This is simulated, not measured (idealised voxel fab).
This section sets out a process module, namely voxel gate over fins.
Xsec cut, 220 nm wide, square cell size 5 nm.
Cross-section format: a grid of square cells, given as bands from top to bottom; each band is one or more rows of cells. The entry gives the band's vertical extent as a top height and a bottom height in nm, then its horizontal make-up as materials from left to right, each with a width in nm. "empty" stands for empty space; a single material marked "throughout" fills the band edge to edge. Heights are expressed relative to 0, this being the level below which the as-received wafer comprises one material exclusively. The lowest band is unbounded in the downward direction and is denoted as in "0 -> down". So if you see something like "30->40" for the width, read it as the top row of the band sitting at the first number and the bottom row at the second, with every row in between moving by the same amount as the last. "no modification", as given for a step, is the statement that not any cell of the cross-section underwent a change during that step. In the "Sealed-off cavities" entry, you get each enclosed empty space of 8 cells or more, one with no open way to the top, written width x height at distance, distance from the left edge, in nm. On a step's line, text after the settings is the simulator commenting on that step. The line of a step may include "overlay nm". On a step with a mask, this value is how far to the right of its planned place the mask lay. A negative value means the mask lay to the left.
**Intended process steps**
| 1 | RECEIVE | material Si |
| 2 | CONFORMAL_DEP | material SiN | thk nm 10 |
| 3 | MASKED_ETCH | tone cover | mask id FINS | width nm 15 | pitch nm 35 | etch materials SiN | depth nm 10 | overlay nm 0 |
| 4 | MASKED_ETCH | tone cover | mask id FINS | width nm 15 | pitch nm 35 | etch materials Si | depth nm 30 | overlay nm 0 |
| 5 | OXIDIZE | depth nm 5 |
| 6 | FILL_DEP | material SiO2 | thk nm 10 |
| 7 | CMP | height nm 10 |
| 8 | SELECTIVE_ETCH | etch materials SiO2 | depth nm 25 |
| 9 | STRIP | etch materials SiN |
| 10 | CONFORMAL_DEP | material HfO2 | thk nm 5 |
| 11 | CONFORMAL_DEP | material TiN | thk nm 5 |
| 12 | CONFORMAL_DEP | material TiAl | thk nm 5 |
| 13 | CONFORMAL_DEP | material TiN | thk nm 5 |
| 14 | FILL_DEP | material W | thk nm 15 |
| 15 | CMP | height nm 30 |
| 16 | CONFORMAL_DEP | material SiN | thk nm 5 |
**The first of two wafers, run as planned**
**The cross-section here shows the wafer as received, i.e. in its state after step 1**
* 0 -> down = Si throughout
* Sealed-off cavities: none
**Cross-section through the wafer, step 2 finished**
* 10 -> 0 = SiN throughout
* Whatever lies below 0 is exactly as it was before.
**Cross-section through the wafer, step 3 finished**
* 10 -> 0 = empty 85, then SiN 15, then empty 20, then SiN 15, then empty 85
* Whatever lies below 0 is exactly as it was before.
**Cross-section through the wafer, step 4 finished**
* 10 -> 0 = empty 85, then SiN 15, then empty 20, then SiN 15, then empty 85
* 0 -> -30 = empty 85, then Si 15, then empty 20, then Si 15, then empty 85
* Whatever lies below -30 is exactly as it was before.
**Cross-section through the wafer, step 5 finished**
* 10 -> 0 = empty 85, then SiN 15, then empty 20, then SiN 15, then empty 85
* 0 -> -30 = empty 85, then SiO2 5, then Si 5, then SiO2 5, then empty 20, then SiO2 5, then Si 5, then SiO2 5, then empty 85
* -30 -> -35 = SiO2 90, then Si 5, then SiO2 30, then Si 5, then SiO2 90
* Whatever lies below -35 is exactly as it was before.
**Cross-section through the wafer, step 6 finished**
* 20 -> 10 = SiO2 throughout
* 10 -> 0 = SiO2 85, then SiN 15, then SiO2 20, then SiN 15, then SiO2 85
* 0 -> -35 = SiO2 90, then Si 5, then SiO2 30, then Si 5, then SiO2 90
* Whatever lies below -35 is exactly as it was before.
**Cross-section through the wafer, step 7 finished**
* 10 -> 0 = SiO2 85, then SiN 15, then SiO2 20, then SiN 15, then SiO2 85
* Whatever lies below 0 is exactly as it was before.
**Cross-section through the wafer, step 8 finished**
* 10 -> 0 = empty 85, then SiN 15, then empty 20, then SiN 15, then empty 85
* 0 -> -15 = empty 90, then Si 5, then empty 30, then Si 5, then empty 90
* Whatever lies below -15 is exactly as it was before.
**Cross-section through the wafer, step 9 finished**
* 0 -> -15 = empty 90, then Si 5, then empty 30, then Si 5, then empty 90
* Whatever lies below -15 is exactly as it was before.
**Cross-section through the wafer, step 10 finished**
* 5 -> 0 = empty 85, then HfO2 15, then empty 20, then HfO2 15, then empty 85
* 0 -> -10 = empty 85, then HfO2 5, then Si 5, then HfO2 5, then empty 20, then HfO2 5, then Si 5, then HfO2 5, then empty 85
* -10 -> -15 = HfO2 90, then Si 5, then HfO2 30, then Si 5, then HfO2 90
* Whatever lies below -15 is exactly as it was before.
**Cross-section through the wafer, step 11 finished**
* 10 -> 5 = empty 80, then TiN 25, then empty 10, then TiN 25, then empty 80
* 5 -> 0 = empty 80, then TiN 5, then HfO2 15, then TiN 5, then empty 10, then TiN 5, then HfO2 15, then TiN 5, then empty 80
* 0 -> -5 = empty 80, then TiN 5, then HfO2 5, then Si 5, then HfO2 5, then TiN 5, then empty 10, then TiN 5, then HfO2 5, then Si 5, then HfO2 5, then TiN 5, then empty 80
* -5 -> -10 = TiN 85, then HfO2 5, then Si 5, then HfO2 5, then TiN 20, then HfO2 5, then Si 5, then HfO2 5, then TiN 85
* Whatever lies below -10 is exactly as it was before.
**Cross-section through the wafer, step 12 finished**
* 15 -> 10 = empty 75, then TiAl 70, then empty 75
* 10 -> 5 = empty 75, then TiAl 5, then TiN 25, then TiAl 10, then TiN 25, then TiAl 5, then empty 75
* 5 -> 0 = empty 75, then TiAl 5, then TiN 5, then HfO2 15, then TiN 5, then TiAl 10, then TiN 5, then HfO2 15, then TiN 5, then TiAl 5, then empty 75
* 0 -> -5 = TiAl 80, then TiN 5, then HfO2 5, then Si 5, then HfO2 5, then TiN 5, then TiAl 10, then TiN 5, then HfO2 5, then Si 5, then HfO2 5, then TiN 5, then TiAl 80
* Whatever lies below -5 is exactly as it was before.
**Cross-section through the wafer, step 13 finished**
* 20 -> 15 = empty 70, then TiN 80, then empty 70
* 15 -> 10 = empty 70, then TiN 5, then TiAl 70, then TiN 5, then empty 70
* 10 -> 5 = empty 70, then TiN 5, then TiAl 5, then TiN 25, then TiAl 10, then TiN 25, then TiAl 5, then TiN 5, then empty 70
* 5 -> 0 = TiN 75, then TiAl 5, then TiN 5, then HfO2 15, then TiN 5, then TiAl 10, then TiN 5, then HfO2 15, then TiN 5, then TiAl 5, then TiN 75
* Whatever lies below 0 is exactly as it was before.
**Cross-section through the wafer, step 14 finished**
* 35 -> 20 = W throughout
* 20 -> 15 = W 70, then TiN 80, then W 70
* 15 -> 10 = W 70, then TiN 5, then TiAl 70, then TiN 5, then W 70
* 10 -> 5 = W 70, then TiN 5, then TiAl 5, then TiN 25, then TiAl 10, then TiN 25, then TiAl 5, then TiN 5, then W 70
* Whatever lies below 5 is exactly as it was before.
**Cross-section through the wafer, step 15 finished**
* 30 -> 20 = W throughout
* Whatever lies below 20 is exactly as it was before.
**Cross-section through the wafer, step 16 finished**
* 35 -> 30 = SiN throughout
* Whatever lies below 30 is exactly as it was before.
**The remaining wafer, second of the two, started like the first and was run to the same plan, except that one mistake was made along the way; the two coincide through step 2, inclusive**
**Planned end of step 3: second wafer, cross-section**
* 10 -> 0 = empty 85, then SiN 20, then empty 15, then SiN 20, then empty 80
* Whatever lies below 0 is exactly as it was before.
**Planned end of step 4: second wafer, cross-section**
* 10 -> 0 = empty 85, then SiN 20, then empty 15, then SiN 20, then empty 80
* 0 -> -30 = empty 85, then Si 20, then empty 15, then Si 20, then empty 80
* Whatever lies below -30 is exactly as it was before.
**Planned end of step 5: second wafer, cross-section**
* 10 -> 0 = empty 85, then SiN 20, then empty 15, then SiN 20, then empty 80
* 0 -> -30 = empty 85, then SiO2 5, then Si 10, then SiO2 5, then empty 15, then SiO2 5, then Si 10, then SiO2 5, then empty 80
* -30 -> -35 = SiO2 90, then Si 10, then SiO2 25, then Si 10, then SiO2 85
* Whatever lies below -35 is exactly as it was before.
**Planned end of step 6: second wafer, cross-section**
* 20 -> 10 = SiO2 throughout
* 10 -> 0 = SiO2 85, then SiN 20, then SiO2 15, then SiN 20, then SiO2 80
* 0 -> -35 = SiO2 90, then Si 10, then SiO2 25, then Si 10, then SiO2 85
* Whatever lies below -35 is exactly as it was before.
**Planned end of step 7: second wafer, cross-section**
* 10 -> 0 = SiO2 85, then SiN 20, then SiO2 15, then SiN 20, then SiO2 80
* Whatever lies below 0 is exactly as it was before.
**Planned end of step 8: second wafer, cross-section**
* 10 -> 0 = empty 85, then SiN 20, then empty 15, then SiN 20, then empty 80
* 0 -> -15 = empty 90, then Si 10, then empty 25, then Si 10, then empty 85
* Whatever lies below -15 is exactly as it was before.
**Planned end of step 9: second wafer, cross-section**
* 0 -> -15 = empty 90, then Si 10, then empty 25, then Si 10, then empty 85
* Whatever lies below -15 is exactly as it was before.
**Planned end of step 10: second wafer, cross-section**
* 5 -> 0 = empty 85, then HfO2 20, then empty 15, then HfO2 20, then empty 80
* 0 -> -10 = empty 85, then HfO2 5, then Si 10, then HfO2 5, then empty 15, then HfO2 5, then Si 10, then HfO2 5, then empty 80
* -10 -> -15 = HfO2 90, then Si 10, then HfO2 25, then Si 10, then HfO2 85
* Whatever lies below -15 is exactly as it was before.
**Planned end of step 11: second wafer, cross-section**
* 10 -> 5 = empty 80, then TiN 30, then empty 5, then TiN 30, then empty 75
* 5 -> 0 = empty 80, then TiN 5, then HfO2 20, then TiN 5, then empty 5, then TiN 5, then HfO2 20, then TiN 5, then empty 75
* 0 -> -5 = empty 80, then TiN 5, then HfO2 5, then Si 10, then HfO2 5, then TiN 5, then empty 5, then TiN 5, then HfO2 5, then Si 10, then HfO2 5, then TiN 5, then empty 75
* -5 -> -10 = TiN 85, then HfO2 5, then Si 10, then HfO2 5, then TiN 15, then HfO2 5, then Si 10, then HfO2 5, then TiN 80
* Whatever lies below -10 is exactly as it was before.
**Planned end of step 12: second wafer, cross-section**
* 15 -> 10 = empty 75, then TiAl 75, then empty 70
* 10 -> 5 = empty 75, then TiAl 5, then TiN 30, then TiAl 5, then TiN 30, then TiAl 5, then empty 70
* 5 -> 0 = empty 75, then TiAl 5, then TiN 5, then HfO2 20, then TiN 5, then TiAl 5, then TiN 5, then HfO2 20, then TiN 5, then TiAl 5, then empty 70
* 0 -> -5 = TiAl 80, then TiN 5, then HfO2 5, then Si 10, then HfO2 5, then TiN 5, then TiAl 5, then TiN 5, then HfO2 5, then Si 10, then HfO2 5, then TiN 5, then TiAl 75
* Whatever lies below -5 is exactly as it was before.
**Planned end of step 13: second wafer, cross-section**
* 20 -> 15 = empty 70, then TiN 85, then empty 65
* 15 -> 10 = empty 70, then TiN 5, then TiAl 75, then TiN 5, then empty 65
* 10 -> 5 = empty 70, then TiN 5, then TiAl 5, then TiN 30, then TiAl 5, then TiN 30, then TiAl 5, then TiN 5, then empty 65
* 5 -> 0 = TiN 75, then TiAl 5, then TiN 5, then HfO2 20, then TiN 5, then TiAl 5, then TiN 5, then HfO2 20, then TiN 5, then TiAl 5, then TiN 70
* Whatever lies below 0 is exactly as it was before.
**Planned end of step 14: second wafer, cross-section**
* 35 -> 20 = W throughout
* 20 -> 15 = W 70, then TiN 85, then W 65
* 15 -> 10 = W 70, then TiN 5, then TiAl 75, then TiN 5, then W 65
* 10 -> 5 = W 70, then TiN 5, then TiAl 5, then TiN 30, then TiAl 5, then TiN 30, then TiAl 5, then TiN 5, then W 65
* Whatever lies below 5 is exactly as it was before.
**Planned end of step 15: second wafer, cross-section**
* 30 -> 20 = W throughout
* Whatever lies below 20 is exactly as it was before.
**Planned end of step 16: second wafer, cross-section**
* 35 -> 30 = SiN throughout
* Whatever lies below 30 is exactly as it was before.
Here's what went sideways: step 3 was not run as planned; what actually ran was MASKED_ETCH | tone cover | mask id FINS | width nm 20 | pitch nm 35 | etch materials SiN | depth nm 10 | overlay nm 0
Final tally in cells, some materials are higher or lower on the second wafer than on the first: +14 Si | -8 SiO2 | -3 TiAl | -3 W
